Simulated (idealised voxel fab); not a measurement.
This is a process module. Its name is voxel wiring stack.
Section cut is 245 nm wide and gridded with 5 nm square cells.
Notation: cross-section as square-cell grid; stated in bands, top first, going down; one or more cell rows per band.
It is stipulated that each band's entry specify, in nanometres, the height of the top of the band and then that of its bottom, followed by the materials of the band in left-to-right sequence, each together with its width in nanometres. A single material marked by the word "everywhere" is understood to fill the band from edge to edge; the word "blank" is understood to denote empty space.
Heights are reckoned from 0. Under this level, the received wafer is all of one material. The bottommost band is open-ended downward, for example "0 nm and below".
When a width is written as two numbers, as in "30 to 40", the first number is the width in the top row of cells of the band and the second is the width in its bottom row, and the width changes by the same amount from each row to the next.
"remains unaltered" means the step left every cell of the cross-section as it was.
Basically, "Enclosed cavities" tells you about the enclosed voids: empty spaces with no open way to the top, 8 cells or bigger, each written width x height at distance, where distance is from the left edge, all in nm.
On a step's line, text after the settings is the simulator commenting on that step.
A step line may carry the setting "overlay nm", which, for steps involving a mask, states the distance by which the mask lay to the right of its intended position; negative values denote displacement to the left.
**Set out below are the planned steps of the process**
1 RECEIVE: material Si
2 CONFORMAL_DEP: material SiO2, thk nm 15
3 DIRECTIONAL_DEP: material TiN, thk nm 5
4 DIRECTIONAL_DEP: material Ru, thk nm 15
5 MASKED_ETCH: tone cover, mask id METAL_1, width nm 30, pitch nm 60, etch materials Ru, depth nm 15, overlay nm 0
6 MASKED_ETCH: tone cover, mask id METAL_1, width nm 30, pitch nm 60, etch materials TiN, depth nm 5, overlay nm 0
7 CONFORMAL_DEP: material SiCN, thk nm 5
8 FILL_DEP: material SiO2, thk nm 5
9 CMP: height nm 35
10 CONFORMAL_DEP: material SiCN, thk nm 5
11 DIRECTIONAL_DEP: material lowk, thk nm 25
12 PATTERN: tone open, mask id METAL_2, material resist, width nm 30, pitch nm 60, thk nm 20, overlay nm 0
13 DIRECTIONAL_ETCH: etch materials lowk, depth nm 15
14 STRIP: etch materials resist
15 PATTERN: tone open, mask id METAL_2_HOLES, material resist, width nm 15, pitch nm 120, thk nm 15, overlay nm 0
16 DIRECTIONAL_ETCH: etch materials lowk, depth nm 10
17 DIRECTIONAL_ETCH: etch materials SiCN, depth nm 5
18 STRIP: etch materials resist
19 CONFORMAL_DEP: material TiN, thk nm 5
20 FILL_DEP: material Cu, thk nm 5
21 CMP: height nm 65
22 CONFORMAL_DEP: material SiCN, thk nm 5
23 DIRECTIONAL_DEP: material SiO2, thk nm 30
24 MASKED_ETCH: tone open, mask id METAL_3, width nm 30, pitch nm 60, etch materials SiO2, depth nm 15, overlay nm 0
25 DIRECTIONAL_DEP: material aC, thk nm 10
26 PATTERN: tone open, mask id METAL_3_HOLES, material resist, width nm 15, pitch nm 120, thk nm 25, overlay nm 0
27 DIRECTIONAL_ETCH: etch materials aC, depth nm 10
28 STRIP: etch materials resist
29 DIRECTIONAL_ETCH: etch materials SiO2, depth nm 15
30 DIRECTIONAL_ETCH: etch materials SiCN, depth nm 5
31 STRIP: etch materials aC
32 CONFORMAL_DEP: material TiN, thk nm 5
33 FILL_DEP: material Cu, thk nm 10
34 CMP: height nm 100
35 CONFORMAL_DEP: material SiCN, thk nm 5
36 DIRECTIONAL_DEP: material lowk, thk nm 10
37 MASKED_ETCH: tone open, mask id PLUG_3, width nm 15, pitch nm 60, etch materials lowk, depth nm 10, overlay nm 0
38 MASKED_ETCH: tone open, mask id PLUG_3, width nm 15, pitch nm 60, etch materials SiCN, depth nm 5, overlay nm 0
39 CONFORMAL_DEP: material TiN, thk nm 5
40 FILL_DEP: material Cu, thk nm 5
41 CMP: height nm 115
42 CONFORMAL_DEP: material SiN, thk nm 5
43 DIRECTIONAL_DEP: material SiO2, thk nm 25
44 PATTERN: tone open, mask id METAL_4, material resist, width nm 30, pitch nm 60, thk nm 15, overlay nm 0
45 DIRECTIONAL_ETCH: etch materials SiO2, depth nm 25
46 DIRECTIONAL_ETCH: etch materials SiN, depth nm 5
47 STRIP: etch materials resist
48 CONFORMAL_DEP: material TiN, thk nm 5
49 FILL_DEP: material W, thk nm 10
50 CMP: height nm 145
51 EPI: material Ru, thk nm 5
52 FILL_DEP: material SiCN, thk nm 5
**Cross-section: wafer on arrival = after step 1**
- 0 nm and below = Si everywhere
- Enclosed cavities: none
**Sectioned view, first of two wafers, at the close of the module, processed as intended in the plan**
- 155 nm to 150 nm = SiCN everywhere
- 150 nm to 145 nm = SiCN (40)  Ru (40)  SiCN (20)  Ru (40)  SiCN (20)  Ru (40)  SiCN (45)
- 145 nm to 120 nm = SiO2 (45)  TiN (5)  W (20)  TiN (5)  SiO2 (30)  TiN (5)  W (20)  TiN (5)  SiO2 (30)  TiN (5)  W (20)  TiN (5)  SiO2 (50)
- 120 nm to 115 nm = SiN (45)  TiN (30)  SiN (30)  TiN (30)  SiN (30)  TiN (30)  SiN (50)
- 115 nm to 105 nm = lowk (45)  TiN (5)  Cu (5)  TiN (5)  lowk (45)  TiN (5)  Cu (5)  TiN (5)  lowk (45)  TiN (5)  Cu (5)  TiN (5)  lowk (65)
- 105 nm to 100 nm = SiCN (45)  TiN (15)  SiCN (45)  TiN (15)  SiCN (45)  TiN (15)  SiCN (65)
- 100 nm to 90 nm = SiO2 (45)  TiN (5)  Cu (20)  TiN (5)  SiO2 (30)  TiN (5)  Cu (20)  TiN (5)  SiO2 (30)  TiN (5)  Cu (20)  TiN (5)  SiO2 (50)
- 90 nm to 85 nm = SiO2 (45)  TiN (5)  Cu (5)  TiN (20)  SiO2 (30)  TiN (30)  SiO2 (30)  TiN (5)  Cu (5)  TiN (20)  SiO2 (50)
- 85 nm to 70 nm = SiO2 (45)  TiN (5)  Cu (5)  TiN (5)  SiO2 (105)  TiN (5)  Cu (5)  TiN (5)  SiO2 (65)
- 70 nm to 65 nm = SiCN (45)  TiN (15)  SiCN (105)  TiN (15)  SiCN (65)
- 65 nm to 55 nm = lowk (45)  TiN (5)  Cu (20)  TiN (5)  lowk (30)  TiN (5)  Cu (20)  TiN (5)  lowk (30)  TiN (5)  Cu (20)  TiN (5)  lowk (50)
- 55 nm to 50 nm = lowk (45)  TiN (5)  Cu (5)  TiN (20)  lowk (30)  TiN (30)  lowk (30)  TiN (5)  Cu (5)  TiN (20)  lowk (50)
- 50 nm to 40 nm = lowk (45)  TiN (5)  Cu (5)  TiN (5)  lowk (105)  TiN (5)  Cu (5)  TiN (5)  lowk (65)
- 40 nm to 35 nm = SiCN (45)  TiN (15)  SiCN (105)  TiN (15)  SiCN (65)
- 35 nm to 20 nm = SiO2 (40)  SiCN (5)  Ru (30)  SiCN (5)  SiO2 (20)  SiCN (5)  Ru (30)  SiCN (5)  SiO2 (20)  SiCN (5)  Ru (30)  SiCN (5)  SiO2 (45)
- 20 nm to 15 nm = SiCN (45)  TiN (30)  SiCN (30)  TiN (30)  SiCN (30)  TiN (30)  SiCN (50)
- 15 nm to 0 nm = SiO2 everywhere
- 0 nm and below = Si everywhere
- Enclosed cavities: none
**Same start, same plan as the first wafer - but one mistake in the run. Cross-section of the second of the two at the end of the module**
- 155 nm to 150 nm = SiCN everywhere
- 150 nm to 145 nm = SiCN (40)  Ru (40)  SiCN (20)  Ru (40)  SiCN (20)  Ru (40)  SiCN (45)
- 145 nm to 120 nm = SiO2 (45)  TiN (5)  W (20)  TiN (5)  SiO2 (30)  TiN (5)  W (20)  TiN (5)  SiO2 (30)  TiN (5)  W (20)  TiN (5)  SiO2 (50)
- 120 nm to 115 nm = SiN (45)  TiN (30)  SiN (30)  TiN (30)  SiN (30)  TiN (30)  SiN (50)
- 115 nm to 105 nm = lowk (45)  aC (5)  Cu (5)  aC (5)  lowk (45)  aC (5)  Cu (5)  aC (5)  lowk (45)  aC (5)  Cu (5)  aC (5)  lowk (65)
- 105 nm to 100 nm = SiCN (45)  aC (15)  SiCN (45)  aC (15)  SiCN (45)  aC (15)  SiCN (65)
- 100 nm to 90 nm = SiO2 (45)  TiN (5)  Cu (20)  TiN (5)  SiO2 (30)  TiN (5)  Cu (20)  TiN (5)  SiO2 (30)  TiN (5)  Cu (20)  TiN (5)  SiO2 (50)
- 90 nm to 85 nm = SiO2 (45)  TiN (5)  Cu (5)  TiN (20)  SiO2 (30)  TiN (30)  SiO2 (30)  TiN (5)  Cu (5)  TiN (20)  SiO2 (50)
- 85 nm to 70 nm = SiO2 (45)  TiN (5)  Cu (5)  TiN (5)  SiO2 (105)  TiN (5)  Cu (5)  TiN (5)  SiO2 (65)
- 70 nm to 65 nm = SiCN (45)  TiN (15)  SiCN (105)  TiN (15)  SiCN (65)
- 65 nm to 55 nm = lowk (45)  TiN (5)  Cu (20)  TiN (5)  lowk (30)  TiN (5)  Cu (20)  TiN (5)  lowk (30)  TiN (5)  Cu (20)  TiN (5)  lowk (50)
- 55 nm to 50 nm = lowk (45)  TiN (5)  Cu (5)  TiN (20)  lowk (30)  TiN (30)  lowk (30)  TiN (5)  Cu (5)  TiN (20)  lowk (50)
- 50 nm to 40 nm = lowk (45)  TiN (5)  Cu (5)  TiN (5)  lowk (105)  TiN (5)  Cu (5)  TiN (5)  lowk (65)
- 40 nm to 35 nm = SiCN (45)  TiN (15)  SiCN (105)  TiN (15)  SiCN (65)
- 35 nm to 20 nm = SiO2 (40)  SiCN (5)  Ru (30)  SiCN (5)  SiO2 (20)  SiCN (5)  Ru (30)  SiCN (5)  SiO2 (20)  SiCN (5)  Ru (30)  SiCN (5)  SiO2 (45)
- 20 nm to 15 nm = SiCN (45)  TiN (30)  SiCN (30)  TiN (30)  SiCN (30)  TiN (30)  SiCN (50)
- 15 nm to 0 nm = SiO2 everywhere
- 0 nm and below = Si everywhere
- Enclosed cavities: none
Where did the run depart from the plan? step 39 was not run as planned; what actually ran was CONFORMAL_DEP: material aC, thk nm 5
Per the end-of-run cell counts, the second wafer holds more or fewer of some materials than the first: TiN: 21 fewer | aC: 21 more
